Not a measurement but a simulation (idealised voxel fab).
Process module under the name voxel wiring stack
This is section cut - it's 225 nm across, gridded in 5 nm square cells.
Think of the cross-section as a grid of square cells. We describe it in bands, top to bottom, and each band covers one or more rows of those cells. Top, bottom (nm), then materials left to right with widths (nm); lone material tagged "throughout" fills the whole band edge to edge; "blank" = empty space. Height is counted from the level 0, under which the received wafer is composed throughout of one material. The lowest of the bands is not closed at the bottom but continues downward, in the notation "0 -> down". A width such as "30->40" changes by the same amount from each row of cells to the next, from the band's top row to its bottom row. Step marked "no modifications"? Then no cell in the cross-section changed in it. "Enclosed void list": sealed empty spaces, 8 cells or more, no open way to top, listed width x height at distance, with distance from the left edge and width, height and distance in nm. Past the settings on a step's line: simulator remark, on that step. You can add "overlay nm" to a step's line. For a step with a mask, it describes how far the mask lay to the right of its planned position, and a negative number describes a lay to the left.
**plan**
- 1: op RECEIVE | material Si
- 2: op CONFORMAL_DEP | material SiO2 | thk nm 10
- 3: op CONFORMAL_DEP | material SiN | thk nm 5
- 4: op DIRECTIONAL_DEP | material SiO2 | thk nm 20
- 5: op DIRECTIONAL_DEP | material aC | thk nm 10
- 6: op PATTERN | tone open | mask id METAL_1 | material resist | width nm 30 | pitch nm 55 | thk nm 25 | overlay nm 0
- 7: op DIRECTIONAL_ETCH | etch materials aC | depth nm 10
- 8: op STRIP | etch materials resist
- 9: op DIRECTIONAL_ETCH | etch materials SiO2 | depth nm 20
- 10: op DIRECTIONAL_ETCH | etch materials SiN | depth nm 5
- 11: op STRIP | etch materials aC
- 12: op CONFORMAL_DEP | material TiN | thk nm 5
- 13: op FILL_DEP | material Cu | thk nm 5
- 14: op CMP | height nm 35
- 15: op CONFORMAL_DEP | material SiCN | thk nm 5
- 16: op DIRECTIONAL_DEP | material lowk | thk nm 10
- 17: op DIRECTIONAL_DEP | material aC | thk nm 10
- 18: op PATTERN | tone open | mask id PLUG_1 | material resist | width nm 15 | thk nm 30 | overlay nm 0
- 19: op DIRECTIONAL_ETCH | etch materials aC | depth nm 10
- 20: op STRIP | etch materials resist
- 21: op DIRECTIONAL_ETCH | etch materials lowk | depth nm 10
- 22: op DIRECTIONAL_ETCH | etch materials SiCN | depth nm 5
- 23: op STRIP | etch materials aC
- 24: op EPI | material Ru | thk nm 10
- 25: op EPI | material Ru | thk nm 5
- 26: op CONFORMAL_DEP | material SiN | thk nm 5
- 27: op DIRECTIONAL_DEP | material lowk | thk nm 15
- 28: op DIRECTIONAL_DEP | material aC | thk nm 15
- 29: op PATTERN | tone open | mask id METAL_2 | material resist | width nm 30 | pitch nm 55 | thk nm 30 | overlay nm 0
- 30: op DIRECTIONAL_ETCH | etch materials aC | depth nm 15
- 31: op STRIP | etch materials resist
- 32: op DIRECTIONAL_ETCH | etch materials lowk | depth nm 15
- 33: op DIRECTIONAL_ETCH | etch materials SiN | depth nm 5
- 34: op STRIP | etch materials aC
- 35: op CONFORMAL_DEP | material TiN | thk nm 5
- 36: op FILL_DEP | material Ru | thk nm 10
- 37: op CMP | height nm 70
- 38: op CONFORMAL_DEP | material SiCN | thk nm 5
- 39: op DIRECTIONAL_DEP | material SiO2 | thk nm 30
- 40: op PATTERN | tone open | mask id METAL_3_HOLES | material resist | width nm 15 | thk nm 20 | overlay nm 0
- 41: op DIRECTIONAL_ETCH | etch materials SiO2 | depth nm 30
- 42: op STRIP | etch materials resist
- 43: op MASKED_ETCH | tone open | mask id METAL_3 | width nm 30 | pitch nm 55 | etch materials SiO2 | depth nm 15 | overlay nm 0
- 44: op MASKED_ETCH | tone open | mask id METAL_3 | width nm 30 | pitch nm 55 | etch materials SiCN | depth nm 5 | overlay nm 0
- 45: op CONFORMAL_DEP | material TiN | thk nm 5
- 46: op FILL_DEP | material Ru | thk nm 10
- 47: op CMP | height nm 105
- 48: op CONFORMAL_DEP | material SiCN | thk nm 5
**Wafer cross-section on receipt, i.e. after step 1**
  0 -> down | Si throughout
  Enclosed void list: none
**Module complete - cross-section of the first of two wafers, run according to plan**
  110 -> 105 | SiCN throughout
  105 -> 95 | SiO2 70 / TiN 5 / Ru 20 / TiN 5 / SiO2 25 / TiN 5 / Ru 20 / TiN 5 / SiO2 70
  95 -> 90 | SiO2 70 / TiN 5 / Ru 5 / TiN 20 / SiO2 25 / TiN 30 / SiO2 70
  90 -> 75 | SiO2 70 / TiN 5 / Ru 5 / TiN 5 / SiO2 140
  75 -> 70 | SiCN 70 / TiN 15 / SiCN 140
  70 -> 55 | lowk 70 / TiN 5 / Ru 20 / TiN 5 / lowk 25 / TiN 5 / Ru 20 / TiN 5 / lowk 70
  55 -> 50 | SiN 70 / TiN 30 / SiN 25 / TiN 30 / SiN 70
  50 -> 40 | lowk 70 / Ru 15 / lowk 140
  40 -> 35 | SiCN 70 / Ru 15 / SiCN 140
  35 -> 15 | SiO2 70 / TiN 5 / Cu 20 / TiN 5 / SiO2 25 / TiN 5 / Cu 20 / TiN 5 / SiO2 70
  15 -> 10 | SiN 70 / TiN 30 / SiN 25 / TiN 30 / SiN 70
  10 -> 0 | SiO2 throughout
  0 -> down | Si throughout
  Enclosed void list: none
**Second of two wafers, module complete, sectioned: it shares the first wafer's start and plan but was run with one mistake**
  110 -> 105 | SiCN throughout
  105 -> 95 | SiO2 70 / TiN 5 / Ru 20 / TiN 5 / SiO2 25 / TiN 5 / Ru 20 / TiN 5 / SiO2 70
  95 -> 90 | SiO2 70 / TiN 5 / Ru 5 / TiN 20 / SiO2 25 / TiN 30 / SiO2 70
  90 -> 75 | SiO2 70 / TiN 5 / Ru 5 / TiN 5 / SiO2 140
  75 -> 70 | SiCN 70 / TiN 15 / SiCN 140
  70 -> 55 | lowk 70 / TiN 5 / Ru 20 / TiN 5 / lowk 25 / TiN 5 / Ru 20 / TiN 5 / lowk 70
  55 -> 50 | SiN 70 / TiN 30 / SiN 25 / TiN 30 / SiN 70
  50 -> 40 | lowk 70 / SiN 5 / TiN 5 / SiN 5 / lowk 140
  40 -> 35 | SiCN 70 / SiN 5 / TiN 5 / SiN 5 / SiCN 140
  35 -> 15 | Cu 65 / TiN 5 / SiO2 30 / TiN 5 / Cu 15 / TiN 5 / SiO2 30 / TiN 5 / Cu 65
  15 -> 10 | TiN 70 / SiN 30 / TiN 25 / SiN 30 / TiN 70
  10 -> 0 | SiO2 throughout
  0 -> down | Si throughout
  Enclosed void list: none
Deviation noted in wafer processing: step 6 ran differently from the plan; actual operation with settings: op PATTERN | tone cover | mask id METAL_1 | material resist | width nm 30 | pitch nm 55 | thk nm 25 | overlay nm 0
Upon completion, the second wafer contains, in terms of cells, a greater or smaller amount of certain materials than the first wafer: Cu +84; Ru -9; SiN -15; SiO2 -84; TiN +24
